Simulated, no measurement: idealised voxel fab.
process module | voxel double patterning
cross-section cut | 265 nm wide | cells 5 nm
A cross-section is a grid of square cells, given in bands from the top down. A band is one or more rows of cells.
Each band's line starts with the height of the band's top and of its bottom, in nm. Then come its materials from left to right, each with its width in nm. One material with "throughout" fills the band from edge to edge. "air" is empty space.
Height 0 is the level under which the wafer as received is all one material. The lowest band goes on downwards, as in "0 down".
A width such as "30 to 40" changes by the same amount from each row of cells to the next, from the band's top row to its bottom row.
"no change" after a step means that no cell of the cross-section changed.
closed voids: empty space of 8 cells or more with no open way to the top, each as width x height at its distance from the left edge, in nm
after a step's settings: what the simulator itself notes on the step
overlay nm, on a step with a mask: how far to the right of its planned place the mask lay; to the left if negative
plan
1 op RECEIVE | material Si
2 op CONFORMAL_DEP | material SiO2 | thk nm 5
3 op DIRECTIONAL_DEP | material TiN | thk nm 15
4 op DIRECTIONAL_DEP | material SiN | thk nm 5
5 op MASKED_ETCH | tone open | mask id FIRST | width nm 15 | pitch nm 50 | etch materials SiN | depth nm 5 | overlay nm 0
6 op PATTERN | tone open | mask id SECOND | material resist | width nm 15 | pitch nm 50 | thk nm 15 | overlay nm 0
7 op DIRECTIONAL_ETCH | etch materials SiN | depth nm 5
8 op STRIP | etch materials resist
9 op DIRECTIONAL_ETCH | etch materials TiN | depth nm 15
10 op STRIP | etch materials SiN
as received, after step 1
  0 down: Si throughout
  closed voids: none
first wafer at the end, as planned
  20 to 5: TiN 75 | air 15 | TiN 10 | air 15 | TiN 10 | air 15 | TiN 10 | air 15 | TiN 10 | air 15 | TiN 75
  5 to 0: SiO2 throughout
  0 down: Si throughout
  closed voids: none
second wafer at the end: like start, like plan, one mistake
  15 to 0: TiN 75 | air 15 | TiN 10 | air 15 | TiN 10 | air 15 | TiN 10 | air 15 | TiN 10 | air 15 | TiN 75
  0 down: Si throughout
  closed voids: none
what went wrong: step 2 was left out
at the end the second wafer has, in cells: 53 fewer of SiO2
